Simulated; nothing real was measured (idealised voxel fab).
Herein follows the process module entitled voxel capacitor over wiring.
The cross-section shown here is cut; it is 235 nm wide and divided into square cells measuring 5 nm on a side.
Cross-section, as written here: a square-cell grid given band by band from the top down, where a band holds one or more rows of cells.
Band entry format. Leading values: height of top, height of bottom, nm. Remainder: materials in left-to-right order, each with its width in nm. Special words: "everywhere" on a single material, which then fills the band edge to edge; "blank", empty space.
Heights from 0 (as-received wafer is one material below). Bottom band endless downward, as "from 0 down".
A width given as "30 to 40" starts at the first number in the band's top row and ends at the second number in its bottom row, shifting by an equal amount at every step from row to row.
Given "identical to before" for a step, no cell of the cross-section differs between before and after that step.
"Sealed-off cavities": sealed empty spaces, 8 cells or more, no open way to top, listed width x height at distance, with distance from the left edge and width, height and distance in nm.
The remark found on a step's line after its settings is issued by the simulator itself and pertains to that step.
Among the settings permitted on a step's line is "overlay nm"; applied to a step with a mask, it specifies the extent to which the mask lay to the right of its planned position, whereas a negative figure signifies a position to the left.

-- Below is the list of planned process steps
1. RECEIVE [material Si]
2. CONFORMAL_DEP [material SiO2] [thk nm 15]
3. CONFORMAL_DEP [material SiCN] [thk nm 5]
4. DIRECTIONAL_DEP [material SiO2] [thk nm 25]
5. MASKED_ETCH [tone open] [mask id METAL_1] [width nm 30] [pitch nm 85] [etch materials SiO2] [depth nm 25] [overlay nm 0]
6. MASKED_ETCH [tone open] [mask id METAL_1] [width nm 30] [pitch nm 85] [etch materials SiCN] [depth nm 5] [overlay nm 0]
7. CONFORMAL_DEP [material TiN] [thk nm 5]
8. FILL_DEP [material Cu] [thk nm 5]
9. CMP [height nm 45]
10. CONFORMAL_DEP [material SiCN] [thk nm 5]
11. DIRECTIONAL_DEP [material SiO2] [thk nm 20]
12. DIRECTIONAL_DEP [material aC] [thk nm 15]
13. PATTERN [tone open] [mask id PLUG_1] [material resist] [width nm 15] [thk nm 30] [overlay nm 0]
14. DIRECTIONAL_ETCH [etch materials aC] [depth nm 15]
15. STRIP [etch materials resist]
16. DIRECTIONAL_ETCH [etch materials SiO2] [depth nm 20]
17. DIRECTIONAL_ETCH [etch materials SiCN] [depth nm 5]
18. STRIP [etch materials aC]
19. CONFORMAL_DEP [material TiN] [thk nm 5]
20. FILL_DEP [material Cu] [thk nm 10]
21. CMP [height nm 70]
22. DIRECTIONAL_DEP [material TiN] [thk nm 10]
23. DIRECTIONAL_DEP [material HfO2] [thk nm 5]
24. DIRECTIONAL_DEP [material TiN] [thk nm 10]
25. PATTERN [tone cover] [mask id UPPER_PLATE] [material resist] [width nm 60] [thk nm 15] [overlay nm 0]
26. DIRECTIONAL_ETCH [etch materials TiN] [depth nm 10]
27. DIRECTIONAL_ETCH [etch materials HfO2] [depth nm 5]
28. STRIP [etch materials resist]
29. MASKED_ETCH [tone cover] [mask id LOWER_PLATE] [width nm 70] [etch materials TiN] [depth nm 10] [overlay nm 0]
30. FILL_DEP [material SiO2] [thk nm 15]
31. CMP [height nm 105]
32. DIRECTIONAL_DEP [material aC] [thk nm 15]
33. PATTERN [tone open] [mask id PLUG_2] [material resist] [width nm 15] [thk nm 30] [overlay nm 0]
34. DIRECTIONAL_ETCH [etch materials aC] [depth nm 15]
35. STRIP [etch materials resist]
36. DIRECTIONAL_ETCH [etch materials SiO2] [depth nm 10]
37. STRIP [etch materials aC]
38. CONFORMAL_DEP [material TiN] [thk nm 5]
39. FILL_DEP [material Ru] [thk nm 10]
40. CMP [height nm 105]
41. CONFORMAL_DEP [material SiN] [thk nm 5]

-- Wafer cross-section on receipt, i.e. after step 1
* from 0 down: Si everywhere
* Sealed-off cavities: none

-- Module complete, cross-section. Starting point and plan per above. One mistake made in running the module
* from 110 to 105: SiN everywhere
* from 105 to 100: SiO2 85 nm / TiN 5 nm / Ru 5 nm / TiN 5 nm / SiO2 135 nm
* from 100 to 95: SiO2 85 nm / TiN 15 nm / SiO2 135 nm
* from 95 to 85: SiO2 80 nm / TiN 60 nm / SiO2 95 nm
* from 85 to 80: SiO2 80 nm / HfO2 60 nm / SiO2 95 nm
* from 80 to 70: SiO2 70 nm / TiN 70 nm / SiO2 95 nm
* from 70 to 50: SiO2 75 nm / TiN 5 nm / Cu 5 nm / TiN 5 nm / SiO2 145 nm
* from 50 to 45: SiCN 75 nm / TiN 15 nm / SiCN 145 nm
* from 45 to 20: SiO2 60 nm / TiN 5 nm / Cu 20 nm / TiN 5 nm / SiO2 55 nm / TiN 5 nm / Cu 20 nm / TiN 5 nm / SiO2 60 nm
* from 20 to 15: SiCN 60 nm / TiN 30 nm / SiCN 55 nm / TiN 30 nm / SiCN 60 nm
* from 15 to 0: SiO2 everywhere
* from 0 down: Si everywhere
* Sealed-off cavities: none
What broke from the plan during processing? contrary to plan, step 25 was performed as PATTERN [tone cover] [mask id UPPER_PLATE] [material resist] [width nm 60] [thk nm 15] [overlay nm 5]
